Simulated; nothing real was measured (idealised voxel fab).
process module | voxel transistor to metal
cross-section cut | 170 nm wide | cells 5 nm
A cross-section is a grid of square cells, given in bands from the top down. A band is one or more rows of cells.
Each band's line starts with the height of the band's top and of its bottom, in nm. Then come its materials from left to right, each with its width in nm. One material with "throughout" fills the band from edge to edge. "air" is empty space.
Height 0 is the level under which the wafer as received is all one material. The lowest band goes on downwards, as in "0 down".
A width such as "30 to 40" changes by the same amount from each row of cells to the next, from the band's top row to its bottom row.
"no change" after a step means that no cell of the cross-section changed.
closed voids: empty space of 8 cells or more with no open way to the top, each as width x height at its distance from the left edge, in nm
after a step's settings: what the simulator itself notes on the step
overlay nm, on a step with a mask: how far to the right of its planned place the mask lay; to the left if negative
Each pair below shows a cross-section before one step and the cross-section after it, down to the lowest band that changed. The line under each pair gives the step between them, with its settings. The pairs can come from different runs of this module on the same starting wafer, so a pair continues from the pair above only where its "before" says so.
before
  120 to 110: Cu throughout
  110 to 105: TiN 35 | Cu 10 | TiN 75 | Cu 10 | TiN 40
  105 to 95: lowk 30 | TiN 5 | Cu 10 | TiN 5 | lowk 65 | TiN 5 | Cu 10 | TiN 5 | lowk 35
  95 to 90: lowk 30 | TiN 5 | Cu 5 | TiN 10 | lowk 65 | TiN 5 | Cu 5 | TiN 10 | lowk 35
  90 to 80: lowk 30 | TiN 5 | Cu 5 | TiN 5 | lowk 70 | TiN 5 | Cu 5 | TiN 5 | lowk 40
  80 to 75: SiCN 30 | TiN 15 | SiCN 70 | TiN 15 | SiCN 40
  75 to 60: lowk 30 | TiN 5 | Ru 10 | TiN 5 | lowk 65 | TiN 5 | Ru 10 | TiN 5 | lowk 35
  60 to 55: SiN 30 | TiN 20 | SiN 65 | TiN 20 | SiN 35
  55 to 45: SiN throughout
  45 to 35: SiO2 30 | TiN 5 | W 25 to 15 | TiN 5 to 15 | SiO2 35 | TiN 5 to 15 | W 25 to 15 | TiN 5 | SiO2 35
  35 to 25: SiO2 30 | TiN 5 | W 15 | TiN 5 | SiN 10 | SiO2 5 | SiCN 25 | SiO2 5 | SiN 10 | TiN 5 | W 15 | TiN 5 | SiO2 35
  25 to 10: SiO2 30 | TiN 5 | W 15 | TiN 5 | SiN 10 | SiO2 5 | polySi 25 | SiO2 5 | SiN 10 | TiN 5 | W 15 | TiN 5 | SiO2 35
  10 to 5: SiO2 30 | TiN 25 | SiN 10 | SiO2 5 | polySi 25 | SiO2 5 | SiN 10 | TiN 25 | SiO2 35
  5 to 0: SiO2 25 | pSi 30 | SiN 10 | SiO2 5 | polySi 25 | SiO2 5 | SiN 10 | pSi 30 | SiO2 30
  0 to -5: SiO2 20 | SiN 10 | pSi 25 | SiN 10 | SiO2 5 | polySi 25 | SiO2 5 | SiN 10 | pSi 25 | SiN 10 | SiO2 25
  -5 to -10: SiO2 30 | pSi 25 | SiO2 55 | pSi 25 | SiO2 35
  -10 to -20: SiO2 25 | Si 5 | pSi 25 | Si 55 | pSi 25 | Si 5 | SiO2 30
  -20 to -35: SiO2 25 | Si 115 | SiO2 30
  -35 down: Si throughout
  closed voids: none
after
  105 to 95: lowk 30 | TiN 5 | Cu 10 | TiN 5 | lowk 65 | TiN 5 | Cu 10 | TiN 5 | lowk 35
  below 95: unchanged
  closed voids: none
the step between: op CMP | height nm 105
before: the cross-section after the pair above
after
  110 to 105: SiCN throughout
  below 105: unchanged
  closed voids: none
the step between: op CONFORMAL_DEP | material SiCN | thk nm 5
before
  45 to 35: SiO2 throughout
  35 to 25: SiO2 55 | SiN 10 | SiO2 5 | SiCN 25 | SiO2 5 | SiN 10 | SiO2 60
  25 to 5: SiO2 55 | SiN 10 | SiO2 5 | polySi 25 | SiO2 5 | SiN 10 | SiO2 60
  5 to 0: SiO2 25 | pSi 30 | SiN 10 | SiO2 5 | polySi 25 | SiO2 5 | SiN 10 | pSi 30 | SiO2 30
  0 to -5: SiO2 20 | SiN 10 | pSi 25 | SiN 10 | SiO2 5 | polySi 25 | SiO2 5 | SiN 10 | pSi 25 | SiN 10 | SiO2 25
  -5 to -10: SiO2 30 | pSi 25 | SiO2 55 | pSi 25 | SiO2 35
  -10 to -20: SiO2 25 | Si 5 | pSi 25 | Si 55 | pSi 25 | Si 5 | SiO2 30
  -20 to -35: SiO2 25 | Si 115 | SiO2 30
  -35 down: Si throughout
  closed voids: none
after
  65 to 45: resist 25 | air 45 | resist 25 | air 45 | resist 30
  below 45: unchanged
  closed voids: none
the step between: op PATTERN | tone open | mask id CONTACT | material resist | width nm 45 | pitch nm 70 | thk nm 20 | overlay nm 0
before: the cross-section after the pair above
after
  65 to 45: resist 25 | air 45 | resist 25 | air 45 | resist 30
  45 to 35: SiO2 25 | air 45 | SiO2 25 | air 45 | SiO2 30
  35 to 25: SiO2 25 | air 30 | SiN 10 | air 5 | SiCN 25 | air 5 | SiN 10 | air 30 | SiO2 30
  25 to 5: SiO2 25 | air 30 | SiN 10 | air 5 | polySi 25 | air 5 | SiN 10 | air 30 | SiO2 30
  below 5: unchanged
  closed voids: none
the step between: op DIRECTIONAL_ETCH | etch materials SiO2 | depth nm 40
before: the cross-section after the pair above
after
  45 to 35: SiO2 25 | air 45 | SiO2 25 | air 45 | SiO2 30
  below 35: unchanged
  closed voids: none
the step between: op STRIP | etch materials resist
before: the cross-section after the pair above
after
  50 to 45: TiN 30 | air 35 | TiN 35 | air 35 | TiN 35
  45 to 35: SiO2 25 | TiN 5 | air 35 to 20 | TiN 5 to 20 | SiO2 25 | TiN 5 to 20 | air 35 to 20 | TiN 5 | SiO2 30
  35 to 25: SiO2 25 | TiN 5 | air 20 | TiN 5 | SiN 10 | TiN 5 | SiCN 25 | TiN 5 | SiN 10 | TiN 5 | air 20 | TiN 5 | SiO2 30
  25 to 10: SiO2 25 | TiN 5 | air 20 | TiN 5 | SiN 10 | TiN 5 | polySi 25 | TiN 5 | SiN 10 | TiN 5 | air 20 | TiN 5 | SiO2 30
  10 to 5: SiO2 25 | TiN 30 | SiN 10 | TiN 5 | polySi 25 | TiN 5 | SiN 10 | TiN 30 | SiO2 30
  below 5: unchanged
  closed voids: none
the step between: op CONFORMAL_DEP | material TiN | thk nm 5
before: the cross-section after the pair above
after
  60 to 50: W throughout
  50 to 45: TiN 30 | W 35 | TiN 35 | W 35 | TiN 35
  45 to 35: SiO2 25 | TiN 5 | W 35 to 20 | TiN 5 to 20 | SiO2 25 | TiN 5 to 20 | W 35 to 20 | TiN 5 | SiO2 30
  35 to 25: SiO2 25 | TiN 5 | W 20 | TiN 5 | SiN 10 | TiN 5 | SiCN 25 | TiN 5 | SiN 10 | TiN 5 | W 20 | TiN 5 | SiO2 30
  25 to 10: SiO2 25 | TiN 5 | W 20 | TiN 5 | SiN 10 | TiN 5 | polySi 25 | TiN 5 | SiN 10 | TiN 5 | W 20 | TiN 5 | SiO2 30
  below 10: unchanged
  closed voids: none
the step between: op FILL_DEP | material W | thk nm 10
before: the cross-section after the pair above
after
  45 to 35: SiO2 25 | TiN 5 | W 35 to 20 | TiN 5 to 20 | SiO2 25 | TiN 5 to 20 | W 35 to 20 | TiN 5 | SiO2 30
  below 35: unchanged
  closed voids: none
the step between: op CMP | height nm 45
before: the cross-section after the pair above
after
  50 to 45: SiN throughout
  below 45: unchanged
  closed voids: none
the step between: op CONFORMAL_DEP | material SiN | thk nm 5
before: the cross-section after the pair above
after
  75 to 50: lowk throughout
  below 50: unchanged
  closed voids: none
the step between: op DIRECTIONAL_DEP | material lowk | thk nm 25
before: the cross-section after the pair above
after
  90 to 75: aC throughout
  below 75: unchanged
  closed voids: none
the step between: op DIRECTIONAL_DEP | material aC | thk nm 15
before: the cross-section after the pair above
after
  120 to 90: resist 30 | air 20 | resist 65 | air 20 | resist 35
  below 90: unchanged
  closed voids: none
the step between: op PATTERN | tone open | mask id METAL_1 | material resist | width nm 20 | pitch nm 85 | thk nm 30 | overlay nm 0
before: the cross-section after the pair above
after
  105 to 90: resist 30 | air 20 | resist 65 | air 20 | resist 35
  90 to 75: aC 30 | air 20 | aC 65 | air 20 | aC 35
  below 75: unchanged
  closed voids: none
the step between: op DIRECTIONAL_ETCH | etch materials aC | depth nm 15
before: the cross-section after the pair above
after
  90 to 75: aC 30 | air 20 | aC 65 | air 20 | aC 35
  below 75: unchanged
  closed voids: none
the step between: op STRIP | etch materials resist
before: the cross-section after the pair above
after
  90 to 75: aC 30 | air 20 | aC 65 | air 20 | aC 35
  75 to 50: lowk 30 | air 20 | lowk 65 | air 20 | lowk 35
  below 50: unchanged
  closed voids: none
the step between: op DIRECTIONAL_ETCH | etch materials lowk | depth nm 25
before: the cross-section after the pair above
after
  90 to 75: aC 30 | air 20 | aC 65 | air 20 | aC 35
  75 to 50: lowk 30 | air 20 | lowk 65 | air 20 | lowk 35
  50 to 45: SiN 30 | air 20 | SiN 65 | air 20 | SiN 35
  below 45: unchanged
  closed voids: none
the step between: op DIRECTIONAL_ETCH | etch materials SiN | depth nm 5
before: the cross-section after the pair above
after
  75 to 50: lowk 30 | air 20 | lowk 65 | air 20 | lowk 35
  below 50: unchanged
  closed voids: none
the step between: op STRIP | etch materials aC
before: the cross-section after the pair above
after
  80 to 75: TiN 35 | air 10 | TiN 75 | air 10 | TiN 40
  75 to 50: lowk 30 | TiN 5 | air 10 | TiN 5 | lowk 65 | TiN 5 | air 10 | TiN 5 | lowk 35
  50 to 45: SiN 30 | TiN 20 | SiN 65 | TiN 20 | SiN 35
  below 45: unchanged
  closed voids: none
the step between: op CONFORMAL_DEP | material TiN | thk nm 5
before: the cross-section after the pair above
after
  85 to 80: Ru throughout
  80 to 75: TiN 35 | Ru 10 | TiN 75 | Ru 10 | TiN 40
  75 to 50: lowk 30 | TiN 5 | Ru 10 | TiN 5 | lowk 65 | TiN 5 | Ru 10 | TiN 5 | lowk 35
  below 50: unchanged
  closed voids: none
the step between: op FILL_DEP | material Ru | thk nm 5
before: the cross-section after the pair above
after
  75 to 50: lowk 30 | TiN 5 | Ru 10 | TiN 5 | lowk 65 | TiN 5 | Ru 10 | TiN 5 | lowk 35
  below 50: unchanged
  closed voids: none
the step between: op CMP | height nm 75
before: the cross-section after the pair above
after
  80 to 75: SiCN throughout
  below 75: unchanged
  closed voids: none
the step between: op CONFORMAL_DEP | material SiCN | thk nm 5
before: the cross-section after the pair above
after
  105 to 80: lowk throughout
  below 80: unchanged
  closed voids: none
the step between: op DIRECTIONAL_DEP | material lowk | thk nm 25
before: the cross-section after the pair above
after
  105 to 90: lowk 30 | air 20 | lowk 65 | air 20 | lowk 35
  below 90: unchanged
  closed voids: none
the step between: op MASKED_ETCH | tone open | mask id METAL_2 | width nm 20 | pitch nm 85 | etch materials lowk | depth nm 15 | overlay nm 0
before: the cross-section after the pair above
after
  105 to 90: lowk 30 | air 20 | lowk 65 | air 20 | lowk 35
  90 to 80: lowk 30 | air 15 | lowk 70 | air 15 | lowk 40
  below 80: unchanged
  closed voids: none
the step between: op MASKED_ETCH | tone open | mask id METAL_2_HOLES | width nm 15 | pitch nm 85 | etch materials lowk | depth nm 10 | overlay nm 0
before: the cross-section after the pair above
after
  105 to 90: lowk 30 | air 20 | lowk 65 | air 20 | lowk 35
  90 to 80: lowk 30 | air 15 | lowk 70 | air 15 | lowk 40
  80 to 75: SiCN 30 | air 15 | SiCN 70 | air 15 | SiCN 40
  below 75: unchanged
  closed voids: none
the step between: op MASKED_ETCH | tone open | mask id METAL_2_HOLES | width nm 15 | pitch nm 85 | etch materials SiCN | depth nm 5 | overlay nm 0
before: the cross-section after the pair above
after
  110 to 105: TiN 35 | air 10 | TiN 75 | air 10 | TiN 40
  105 to 95: lowk 30 | TiN 5 | air 10 | TiN 5 | lowk 65 | TiN 5 | air 10 | TiN 5 | lowk 35
  95 to 90: lowk 30 | TiN 5 | air 5 | TiN 10 | lowk 65 | TiN 5 | air 5 | TiN 10 | lowk 35
  90 to 80: lowk 30 | TiN 5 | air 5 | TiN 5 | lowk 70 | TiN 5 | air 5 | TiN 5 | lowk 40
  80 to 75: SiCN 30 | TiN 15 | SiCN 70 | TiN 15 | SiCN 40
  below 75: unchanged
  closed voids: none
the step between: op CONFORMAL_DEP | material TiN | thk nm 5
before: the cross-section after the pair above
after
  120 to 110: Cu throughout
  110 to 105: TiN 35 | Cu 10 | TiN 75 | Cu 10 | TiN 40
  105 to 95: lowk 30 | TiN 5 | Cu 10 | TiN 5 | lowk 65 | TiN 5 | Cu 10 | TiN 5 | lowk 35
  95 to 90: lowk 30 | TiN 5 | Cu 5 | TiN 10 | lowk 65 | TiN 5 | Cu 5 | TiN 10 | lowk 35
  90 to 80: lowk 30 | TiN 5 | Cu 5 | TiN 5 | lowk 70 | TiN 5 | Cu 5 | TiN 5 | lowk 40
  below 80: unchanged
  closed voids: none
the step between: op FILL_DEP | material Cu | thk nm 10
before: the cross-section after the pair above
after
  105 to 95: lowk 30 | TiN 5 | Cu 10 | TiN 5 | lowk 65 | TiN 5 | Cu 10 | TiN 5 | lowk 35
  below 95: unchanged
  closed voids: none
the step between: op CMP | height nm 105
before: the cross-section after the pair above
after
  110 to 105: SiCN throughout
  below 105: unchanged
  closed voids: none
the step between: op CONFORMAL_DEP | material SiCN | thk nm 5
before
  45 to 35: SiO2 throughout
  35 to 25: SiO2 55 | SiN 10 | SiO2 5 | SiCN 25 | SiO2 5 | SiN 10 | SiO2 60
  25 to 5: SiO2 55 | SiN 10 | SiO2 5 | polySi 25 | SiO2 5 | SiN 10 | SiO2 60
  5 to 0: SiO2 25 | pSi 30 | SiN 10 | SiO2 5 | polySi 25 | SiO2 5 | SiN 10 | pSi 30 | SiO2 30
  0 to -5: SiO2 20 | SiN 10 | pSi 25 | SiN 10 | SiO2 5 | polySi 25 | SiO2 5 | SiN 10 | pSi 25 | SiN 10 | SiO2 25
  -5 to -10: SiO2 30 | pSi 25 | SiO2 55 | pSi 25 | SiO2 35
  -10 to -20: SiO2 25 | Si 5 | pSi 25 | Si 55 | pSi 25 | Si 5 | SiO2 30
  -20 to -35: SiO2 25 | Si 115 | SiO2 30
  -35 down: Si throughout
  closed voids: none
after
  65 to 45: resist 40 | air 35 | resist 35 | air 35 | resist 25
  below 45: unchanged
  closed voids: none
the step between: op PATTERN | tone open | mask id CONTACT | material resist | width nm 35 | pitch nm 70 | thk nm 20 | overlay nm 10
before: the cross-section after the pair above
after
  65 to 45: resist 40 | air 35 | resist 35 | air 35 | resist 25
  45 to 35: SiO2 40 | air 35 | SiO2 35 | air 35 | SiO2 25
  35 to 25: SiO2 40 | air 15 | SiN 10 | air 5 | SiCN 25 | SiO2 5 | SiN 10 | air 35 | SiO2 25
  25 to 5: SiO2 40 | air 15 | SiN 10 | air 5 | polySi 25 | SiO2 5 | SiN 10 | air 35 | SiO2 25
  below 5: unchanged
  closed voids: none
the step between: op DIRECTIONAL_ETCH | etch materials SiO2 | depth nm 40
before: the cross-section after the pair above
after
  45 to 35: SiO2 40 | air 35 | SiO2 35 | air 35 | SiO2 25
  below 35: unchanged
  closed voids: none
the step between: op STRIP | etch materials resist
before: the cross-section after the pair above
after
  50 to 45: TiN 45 | air 25 | TiN 45 | air 25 | TiN 30
  45 to 35: SiO2 40 | TiN 5 | air 25 to 5 | TiN 5 to 25 | SiO2 35 | TiN 5 | air 25 | TiN 5 | SiO2 25
  35 to 25: SiO2 40 | TiN 5 | air 5 | TiN 5 | SiN 10 | TiN 5 | SiCN 25 | SiO2 5 | SiN 10 | TiN 5 | air 25 | TiN 5 | SiO2 25
  25 to 10: SiO2 40 | TiN 5 | air 5 | TiN 5 | SiN 10 | TiN 5 | polySi 25 | SiO2 5 | SiN 10 | TiN 5 | air 25 | TiN 5 | SiO2 25
  10 to 5: SiO2 40 | TiN 15 | SiN 10 | TiN 5 | polySi 25 | SiO2 5 | SiN 10 | TiN 35 | SiO2 25
  below 5: unchanged
  closed voids: none
the step between: op CONFORMAL_DEP | material TiN | thk nm 5
before: the cross-section after the pair above
after
  60 to 50: W throughout
  50 to 45: TiN 45 | W 25 | TiN 45 | W 25 | TiN 30
  45 to 35: SiO2 40 | TiN 5 | W 25 to 5 | TiN 5 to 25 | SiO2 35 | TiN 5 | W 25 | TiN 5 | SiO2 25
  35 to 25: SiO2 40 | TiN 5 | W 5 | TiN 5 | SiN 10 | TiN 5 | SiCN 25 | SiO2 5 | SiN 10 | TiN 5 | W 25 | TiN 5 | SiO2 25
  25 to 10: SiO2 40 | TiN 5 | W 5 | TiN 5 | SiN 10 | TiN 5 | polySi 25 | SiO2 5 | SiN 10 | TiN 5 | W 25 | TiN 5 | SiO2 25
  below 10: unchanged
  closed voids: none
the step between: op FILL_DEP | material W | thk nm 10
before: the cross-section after the pair above
after
  45 to 35: SiO2 40 | TiN 5 | W 25 to 5 | TiN 5 to 25 | SiO2 35 | TiN 5 | W 25 | TiN 5 | SiO2 25
  below 35: unchanged
  closed voids: none
the step between: op CMP | height nm 45
before: the cross-section after the pair above
after
  50 to 45: SiN throughout
  below 45: unchanged
  closed voids: none
the step between: op CONFORMAL_DEP | material SiN | thk nm 5
before: the cross-section after the pair above
after
  75 to 50: lowk throughout
  below 50: unchanged
  closed voids: none
the step between: op DIRECTIONAL_DEP | material lowk | thk nm 25
before: the cross-section after the pair above
after
  90 to 75: aC throughout
  below 75: unchanged
  closed voids: none
the step between: op DIRECTIONAL_DEP | material aC | thk nm 15
before: the cross-section after the pair above
after
  120 to 90: resist 30 | air 20 | resist 65 | air 20 | resist 35
  below 90: unchanged
  closed voids: none
the step between: op PATTERN | tone open | mask id METAL_1 | material resist | width nm 20 | pitch nm 85 | thk nm 30 | overlay nm 0
before: the cross-section after the pair above
after
  105 to 90: resist 30 | air 20 | resist 65 | air 20 | resist 35
  90 to 75: aC 30 | air 20 | aC 65 | air 20 | aC 35
  below 75: unchanged
  closed voids: none
the step between: op DIRECTIONAL_ETCH | etch materials aC | depth nm 15
before: the cross-section after the pair above
after
  90 to 75: aC 30 | air 20 | aC 65 | air 20 | aC 35
  below 75: unchanged
  closed voids: none
the step between: op STRIP | etch materials resist
before: the cross-section after the pair above
after
  90 to 75: aC 30 | air 20 | aC 65 | air 20 | aC 35
  75 to 50: lowk 30 | air 20 | lowk 65 | air 20 | lowk 35
  below 50: unchanged
  closed voids: none
the step between: op DIRECTIONAL_ETCH | etch materials lowk | depth nm 25
before: the cross-section after the pair above
after
  90 to 75: aC 30 | air 20 | aC 65 | air 20 | aC 35
  75 to 50: lowk 30 | air 20 | lowk 65 | air 20 | lowk 35
  50 to 45: SiN 30 | air 20 | SiN 65 | air 20 | SiN 35
  below 45: unchanged
  closed voids: none
the step between: op DIRECTIONAL_ETCH | etch materials SiN | depth nm 5
before: the cross-section after the pair above
after
  75 to 50: lowk 30 | air 20 | lowk 65 | air 20 | lowk 35
  below 50: unchanged
  closed voids: none
the step between: op STRIP | etch materials aC
before: the cross-section after the pair above
after
  80 to 75: TiN 35 | air 10 | TiN 75 | air 10 | TiN 40
  75 to 50: lowk 30 | TiN 5 | air 10 | TiN 5 | lowk 65 | TiN 5 | air 10 | TiN 5 | lowk 35
  50 to 45: SiN 30 | TiN 20 | SiN 65 | TiN 20 | SiN 35
  below 45: unchanged
  closed voids: none
the step between: op CONFORMAL_DEP | material TiN | thk nm 5
before: the cross-section after the pair above
after
  85 to 80: Ru throughout
  80 to 75: TiN 35 | Ru 10 | TiN 75 | Ru 10 | TiN 40
  75 to 50: lowk 30 | TiN 5 | Ru 10 | TiN 5 | lowk 65 | TiN 5 | Ru 10 | TiN 5 | lowk 35
  below 50: unchanged
  closed voids: none
the step between: op FILL_DEP | material Ru | thk nm 5
before: the cross-section after the pair above
after
  75 to 50: lowk 30 | TiN 5 | Ru 10 | TiN 5 | lowk 65 | TiN 5 | Ru 10 | TiN 5 | lowk 35
  below 50: unchanged
  closed voids: none
the step between: op CMP | height nm 75
before: the cross-section after the pair above
after
  80 to 75: SiCN throughout
  below 75: unchanged
  closed voids: none
the step between: op CONFORMAL_DEP | material SiCN | thk nm 5
before: the cross-section after the pair above
after
  105 to 80: lowk throughout
  below 80: unchanged
  closed voids: none
the step between: op DIRECTIONAL_DEP | material lowk | thk nm 25
before: the cross-section after the pair above
after
  105 to 90: lowk 30 | air 20 | lowk 65 | air 20 | lowk 35
  below 90: unchanged
  closed voids: none
the step between: op MASKED_ETCH | tone open | mask id METAL_2 | width nm 20 | pitch nm 85 | etch materials lowk | depth nm 15 | overlay nm 0
before: the cross-section after the pair above
after
  105 to 90: lowk 30 | air 20 | lowk 65 | air 20 | lowk 35
  90 to 80: lowk 30 | air 15 | lowk 70 | air 15 | lowk 40
  below 80: unchanged
  closed voids: none
the step between: op MASKED_ETCH | tone open | mask id METAL_2_HOLES | width nm 15 | pitch nm 85 | etch materials lowk | depth nm 10 | overlay nm 0
before: the cross-section after the pair above
after
  105 to 90: lowk 30 | air 20 | lowk 65 | air 20 | lowk 35
  90 to 80: lowk 30 | air 15 | lowk 70 | air 15 | lowk 40
  80 to 75: SiCN 30 | air 15 | SiCN 70 | air 15 | SiCN 40
  below 75: unchanged
  closed voids: none
the step between: op MASKED_ETCH | tone open | mask id METAL_2_HOLES | width nm 15 | pitch nm 85 | etch materials SiCN | depth nm 5 | overlay nm 0
before: the cross-section after the pair above
after
  110 to 105: TiN 35 | air 10 | TiN 75 | air 10 | TiN 40
  105 to 95: lowk 30 | TiN 5 | air 10 | TiN 5 | lowk 65 | TiN 5 | air 10 | TiN 5 | lowk 35
  95 to 90: lowk 30 | TiN 5 | air 5 | TiN 10 | lowk 65 | TiN 5 | air 5 | TiN 10 | lowk 35
  90 to 80: lowk 30 | TiN 5 | air 5 | TiN 5 | lowk 70 | TiN 5 | air 5 | TiN 5 | lowk 40
  80 to 75: SiCN 30 | TiN 15 | SiCN 70 | TiN 15 | SiCN 40
  below 75: unchanged
  closed voids: none
the step between: op CONFORMAL_DEP | material TiN | thk nm 5
before: the cross-section after the pair above
after
  120 to 110: Cu throughout
  110 to 105: TiN 35 | Cu 10 | TiN 75 | Cu 10 | TiN 40
  105 to 95: lowk 30 | TiN 5 | Cu 10 | TiN 5 | lowk 65 | TiN 5 | Cu 10 | TiN 5 | lowk 35
  95 to 90: lowk 30 | TiN 5 | Cu 5 | TiN 10 | lowk 65 | TiN 5 | Cu 5 | TiN 10 | lowk 35
  90 to 80: lowk 30 | TiN 5 | Cu 5 | TiN 5 | lowk 70 | TiN 5 | Cu 5 | TiN 5 | lowk 40
  below 80: unchanged
  closed voids: none
the step between: op FILL_DEP | material Cu | thk nm 10
before: the cross-section after the pair above
after
  105 to 95: lowk 30 | TiN 5 | Cu 10 | TiN 5 | lowk 65 | TiN 5 | Cu 10 | TiN 5 | lowk 35
  below 95: unchanged
  closed voids: none
the step between: op CMP | height nm 105
before: the cross-section after the pair above
after
  110 to 105: SiCN throughout
  below 105: unchanged
  closed voids: none
the step between: op CONFORMAL_DEP | material SiCN | thk nm 5
before
  35 to 25: SiO2 55 | SiN 10 | SiO2 5 | SiCN 25 | SiO2 5 | SiN 10 | SiO2 60
  25 to 5: SiO2 55 | SiN 10 | SiO2 5 | polySi 25 | SiO2 5 | SiN 10 | SiO2 60
  5 to 0: SiO2 25 | pSi 30 | SiN 10 | SiO2 5 | polySi 25 | SiO2 5 | SiN 10 | pSi 30 | SiO2 30
  0 to -5: SiO2 20 | SiN 10 | pSi 25 | SiN 10 | SiO2 5 | polySi 25 | SiO2 5 | SiN 10 | pSi 25 | SiN 10 | SiO2 25
  -5 to -10: SiO2 30 | pSi 25 | SiO2 55 | pSi 25 | SiO2 35
  -10 to -20: SiO2 25 | Si 5 | pSi 25 | Si 55 | pSi 25 | Si 5 | SiO2 30
  -20 to -35: SiO2 25 | Si 115 | SiO2 30
  -35 down: Si throughout
  closed voids: none
after
  45 to 35: lowk throughout
  below 35: unchanged
  closed voids: none
the step between: op DIRECTIONAL_DEP | material lowk | thk nm 10
before: the cross-section after the pair above
after
  65 to 45: resist 30 | air 35 | resist 35 | air 35 | resist 35
  below 45: unchanged
  closed voids: none
the step between: op PATTERN | tone open | mask id CONTACT | material resist | width nm 35 | pitch nm 70 | thk nm 20 | overlay nm 0
before: the cross-section after the pair above
after
  45 to 35: lowk throughout
  below 35: unchanged
  closed voids: none
the step between: op STRIP | etch materials resist
before: the cross-section after the pair above
after
  50 to 45: TiN throughout
  below 45: unchanged
  closed voids: none
the step between: op CONFORMAL_DEP | material TiN | thk nm 5
before: the cross-section after the pair above
after
  60 to 50: W throughout
  below 50: unchanged
  closed voids: none
the step between: op FILL_DEP | material W | thk nm 10
before: the cross-section after the pair above
after
  45 to 35: lowk throughout
  below 35: unchanged
  closed voids: none
the step between: op CMP | height nm 45
before: the cross-section after the pair above
after
  50 to 45: SiN throughout
  below 45: unchanged
  closed voids: none
the step between: op CONFORMAL_DEP | material SiN | thk nm 5
before: the cross-section after the pair above
after
  75 to 50: lowk throughout
  below 50: unchanged
  closed voids: none
the step between: op DIRECTIONAL_DEP | material lowk | thk nm 25
before: the cross-section after the pair above
after
  90 to 75: aC throughout
  below 75: unchanged
  closed voids: none
the step between: op DIRECTIONAL_DEP | material aC | thk nm 15
before: the cross-section after the pair above
after
  120 to 90: resist 30 | air 20 | resist 65 | air 20 | resist 35
  below 90: unchanged
  closed voids: none
the step between: op PATTERN | tone open | mask id METAL_1 | material resist | width nm 20 | pitch nm 85 | thk nm 30 | overlay nm 0
before: the cross-section after the pair above
after
  105 to 90: resist 30 | air 20 | resist 65 | air 20 | resist 35
  90 to 75: aC 30 | air 20 | aC 65 | air 20 | aC 35
  below 75: unchanged
  closed voids: none
the step between: op DIRECTIONAL_ETCH | etch materials aC | depth nm 15
before: the cross-section after the pair above
after
  90 to 75: aC 30 | air 20 | aC 65 | air 20 | aC 35
  below 75: unchanged
  closed voids: none
the step between: op STRIP | etch materials resist
before: the cross-section after the pair above
after
  90 to 75: aC 30 | air 20 | aC 65 | air 20 | aC 35
  75 to 50: lowk 30 | air 20 | lowk 65 | air 20 | lowk 35
  below 50: unchanged
  closed voids: none
the step between: op DIRECTIONAL_ETCH | etch materials lowk | depth nm 25
before: the cross-section after the pair above
after
  90 to 75: aC 30 | air 20 | aC 65 | air 20 | aC 35
  75 to 50: lowk 30 | air 20 | lowk 65 | air 20 | lowk 35
  50 to 45: SiN 30 | air 20 | SiN 65 | air 20 | SiN 35
  below 45: unchanged
  closed voids: none
the step between: op DIRECTIONAL_ETCH | etch materials SiN | depth nm 5
before: the cross-section after the pair above
after
  75 to 50: lowk 30 | air 20 | lowk 65 | air 20 | lowk 35
  below 50: unchanged
  closed voids: none
the step between: op STRIP | etch materials aC
before: the cross-section after the pair above
after
  80 to 75: TiN 35 | air 10 | TiN 75 | air 10 | TiN 40
  75 to 50: lowk 30 | TiN 5 | air 10 | TiN 5 | lowk 65 | TiN 5 | air 10 | TiN 5 | lowk 35
  50 to 45: SiN 30 | TiN 20 | SiN 65 | TiN 20 | SiN 35
  below 45: unchanged
  closed voids: none
the step between: op CONFORMAL_DEP | material TiN | thk nm 5
before: the cross-section after the pair above
after
  85 to 80: Ru throughout
  80 to 75: TiN 35 | Ru 10 | TiN 75 | Ru 10 | TiN 40
  75 to 50: lowk 30 | TiN 5 | Ru 10 | TiN 5 | lowk 65 | TiN 5 | Ru 10 | TiN 5 | lowk 35
  below 50: unchanged
  closed voids: none
the step between: op FILL_DEP | material Ru | thk nm 5
before: the cross-section after the pair above
after
  75 to 50: lowk 30 | TiN 5 | Ru 10 | TiN 5 | lowk 65 | TiN 5 | Ru 10 | TiN 5 | lowk 35
  below 50: unchanged
  closed voids: none
the step between: op CMP | height nm 75
before: the cross-section after the pair above
after
  80 to 75: SiCN throughout
  below 75: unchanged
  closed voids: none
the step between: op CONFORMAL_DEP | material SiCN | thk nm 5
before: the cross-section after the pair above
after
  105 to 80: lowk throughout
  below 80: unchanged
  closed voids: none
the step between: op DIRECTIONAL_DEP | material lowk | thk nm 25
before: the cross-section after the pair above
after
  105 to 90: lowk 30 | air 20 | lowk 65 | air 20 | lowk 35
  below 90: unchanged
  closed voids: none
the step between: op MASKED_ETCH | tone open | mask id METAL_2 | width nm 20 | pitch nm 85 | etch materials lowk | depth nm 15 | overlay nm 0
before: the cross-section after the pair above
after
  105 to 90: lowk 30 | air 20 | lowk 65 | air 20 | lowk 35
  90 to 80: lowk 30 | air 15 | lowk 70 | air 15 | lowk 40
  below 80: unchanged
  closed voids: none
the step between: op MASKED_ETCH | tone open | mask id METAL_2_HOLES | width nm 15 | pitch nm 85 | etch materials lowk | depth nm 10 | overlay nm 0
before: the cross-section after the pair above
after
  105 to 90: lowk 30 | air 20 | lowk 65 | air 20 | lowk 35
  90 to 80: lowk 30 | air 15 | lowk 70 | air 15 | lowk 40
  80 to 75: SiCN 30 | air 15 | SiCN 70 | air 15 | SiCN 40
  below 75: unchanged
  closed voids: none
the step between: op MASKED_ETCH | tone open | mask id METAL_2_HOLES | width nm 15 | pitch nm 85 | etch materials SiCN | depth nm 5 | overlay nm 0
before: the cross-section after the pair above
after
  110 to 105: TiN 35 | air 10 | TiN 75 | air 10 | TiN 40
  105 to 95: lowk 30 | TiN 5 | air 10 | TiN 5 | lowk 65 | TiN 5 | air 10 | TiN 5 | lowk 35
  95 to 90: lowk 30 | TiN 5 | air 5 | TiN 10 | lowk 65 | TiN 5 | air 5 | TiN 10 | lowk 35
  90 to 80: lowk 30 | TiN 5 | air 5 | TiN 5 | lowk 70 | TiN 5 | air 5 | TiN 5 | lowk 40
  80 to 75: SiCN 30 | TiN 15 | SiCN 70 | TiN 15 | SiCN 40
  below 75: unchanged
  closed voids: none
the step between: op CONFORMAL_DEP | material TiN | thk nm 5
before: the cross-section after the pair above
after
  120 to 110: Cu throughout
  110 to 105: TiN 35 | Cu 10 | TiN 75 | Cu 10 | TiN 40
  105 to 95: lowk 30 | TiN 5 | Cu 10 | TiN 5 | lowk 65 | TiN 5 | Cu 10 | TiN 5 | lowk 35
  95 to 90: lowk 30 | TiN 5 | Cu 5 | TiN 10 | lowk 65 | TiN 5 | Cu 5 | TiN 10 | lowk 35
  90 to 80: lowk 30 | TiN 5 | Cu 5 | TiN 5 | lowk 70 | TiN 5 | Cu 5 | TiN 5 | lowk 40
  below 80: unchanged
  closed voids: none
the step between: op FILL_DEP | material Cu | thk nm 10
